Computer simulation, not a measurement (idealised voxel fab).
process module | voxel wiring stack
cross-section cut | 265 nm wide | cells 5 nm
A cross-section is a grid of square cells, given in bands from the top down. A band is one or more rows of cells.
Each band's line starts with the height of the band's top and of its bottom, in nm. Then come its materials from left to right, each with its width in nm. One material with "throughout" fills the band from edge to edge. "air" is empty space.
Height 0 is the level under which the wafer as received is all one material. The lowest band goes on downwards, as in "0 down".
A width such as "30 to 40" changes by the same amount from each row of cells to the next, from the band's top row to its bottom row.
"no change" after a step means that no cell of the cross-section changed.
closed voids: empty space of 8 cells or more with no open way to the top, each as width x height at its distance from the left edge, in nm
after a step's settings: what the simulator itself notes on the step
overlay nm, on a step with a mask: how far to the right of its planned place the mask lay; to the left if negative
plan
1 op RECEIVE | material Si
2 op CONFORMAL_DEP | material SiO2 | thk nm 10
3 op DIRECTIONAL_DEP | material TiN | thk nm 5
4 op DIRECTIONAL_DEP | material W | thk nm 25
5 op PATTERN | tone cover | mask id METAL_1 | material resist | width nm 30 | pitch nm 55 | thk nm 15 | overlay nm 0
6 op DIRECTIONAL_ETCH | etch materials W | depth nm 25
7 op DIRECTIONAL_ETCH | etch materials TiN | depth nm 5
8 op STRIP | etch materials resist
9 op FILL_DEP | material SiO2 | thk nm 10
10 op CMP | height nm 40
11 op CONFORMAL_DEP | material SiCN | thk nm 5
12 op DIRECTIONAL_DEP | material SiO2 | thk nm 30
13 op PATTERN | tone open | mask id METAL_2_HOLES | material resist | width nm 15 | pitch nm 55 | thk nm 20 | overlay nm 0
14 op DIRECTIONAL_ETCH | etch materials SiO2 | depth nm 30
15 op STRIP | etch materials resist
16 op DIRECTIONAL_DEP | material aC | thk nm 15
17 op PATTERN | tone open | mask id METAL_2 | material resist | width nm 30 | pitch nm 55 | thk nm 35 | overlay nm 0
18 op DIRECTIONAL_ETCH | etch materials aC | depth nm 15
19 op STRIP | etch materials resist
20 op DIRECTIONAL_ETCH | etch materials SiO2 | depth nm 20
21 op DIRECTIONAL_ETCH | etch materials SiCN | depth nm 5
22 op STRIP | etch materials aC
23 op CONFORMAL_DEP | material TiN | thk nm 5
24 op FILL_DEP | material Ru | thk nm 5
25 op CMP | height nm 75
26 op CONFORMAL_DEP | material SiCN | thk nm 5
27 op DIRECTIONAL_DEP | material lowk | thk nm 10
28 op MASKED_ETCH | tone open | mask id PLUG_2 | width nm 15 | pitch nm 110 | etch materials lowk | depth nm 10 | overlay nm 0
29 op MASKED_ETCH | tone open | mask id PLUG_2 | width nm 15 | pitch nm 110 | etch materials SiCN | depth nm 5 | overlay nm 0
30 op CONFORMAL_DEP | material TiN | thk nm 5
31 op FILL_DEP | material Cu | thk nm 10
32 op CMP | height nm 90
33 op DIRECTIONAL_DEP | material TiN | thk nm 5
34 op DIRECTIONAL_DEP | material Ru | thk nm 25
35 op MASKED_ETCH | tone cover | mask id METAL_3 | width nm 30 | pitch nm 55 | etch materials Ru | depth nm 25 | overlay nm 0
36 op MASKED_ETCH | tone cover | mask id METAL_3 | width nm 30 | pitch nm 55 | etch materials TiN | depth nm 5 | overlay nm 0
37 op CONFORMAL_DEP | material SiN | thk nm 5
38 op FILL_DEP | material lowk | thk nm 5
39 op CMP | height nm 120
40 op CONFORMAL_DEP | material SiN | thk nm 5
as received, after step 1
  0 down: Si throughout
  closed voids: none
a wafer at the end: this start, this plan, one mistake
  125 to 120: W throughout
  120 to 95: lowk 30 | SiN 5 | Ru 30 | SiN 5 | lowk 15 | SiN 5 | Ru 30 | SiN 5 | lowk 15 | SiN 5 | Ru 30 | SiN 5 | lowk 15 | SiN 5 | Ru 30 | SiN 5 | lowk 30
  95 to 90: SiN 35 | TiN 30 | SiN 25 | TiN 30 | SiN 25 | TiN 30 | SiN 25 | TiN 30 | SiN 35
  90 to 80: lowk 35 | TiN 5 | Cu 5 | TiN 5 | lowk 95 | TiN 5 | Cu 5 | TiN 5 | lowk 105
  80 to 75: SiCN 35 | TiN 15 | SiCN 95 | TiN 15 | SiCN 105
  75 to 60: SiO2 35 | TiN 5 | Ru 20 | TiN 5 | SiO2 25 | TiN 5 | Ru 20 | TiN 5 | SiO2 25 | TiN 5 | Ru 20 | TiN 5 | SiO2 25 | TiN 5 | Ru 20 | TiN 5 | SiO2 35
  60 to 55: SiO2 35 | TiN 5 | Ru 5 | TiN 20 | SiO2 25 | TiN 5 | Ru 5 | TiN 20 | SiO2 25 | TiN 5 | Ru 5 | TiN 20 | SiO2 25 | TiN 5 | Ru 5 | TiN 20 | SiO2 35
  55 to 45: SiO2 35 | TiN 5 | Ru 5 | TiN 5 | SiO2 40 | TiN 5 | Ru 5 | TiN 5 | SiO2 40 | TiN 5 | Ru 5 | TiN 5 | SiO2 40 | TiN 5 | Ru 5 | TiN 5 | SiO2 50
  45 to 40: SiCN 35 | TiN 15 | SiCN 40 | TiN 15 | SiCN 40 | TiN 15 | SiCN 40 | TiN 15 | SiCN 50
  40 to 15: SiO2 35 | W 30 | SiO2 25 | W 30 | SiO2 25 | W 30 | SiO2 25 | W 30 | SiO2 35
  15 to 10: SiO2 35 | TiN 30 | SiO2 25 | TiN 30 | SiO2 25 | TiN 30 | SiO2 25 | TiN 30 | SiO2 35
  10 to 0: SiO2 throughout
  0 down: Si throughout
  closed voids: none
what went wrong: step 40 ran as: op CONFORMAL_DEP | material W | thk nm 5
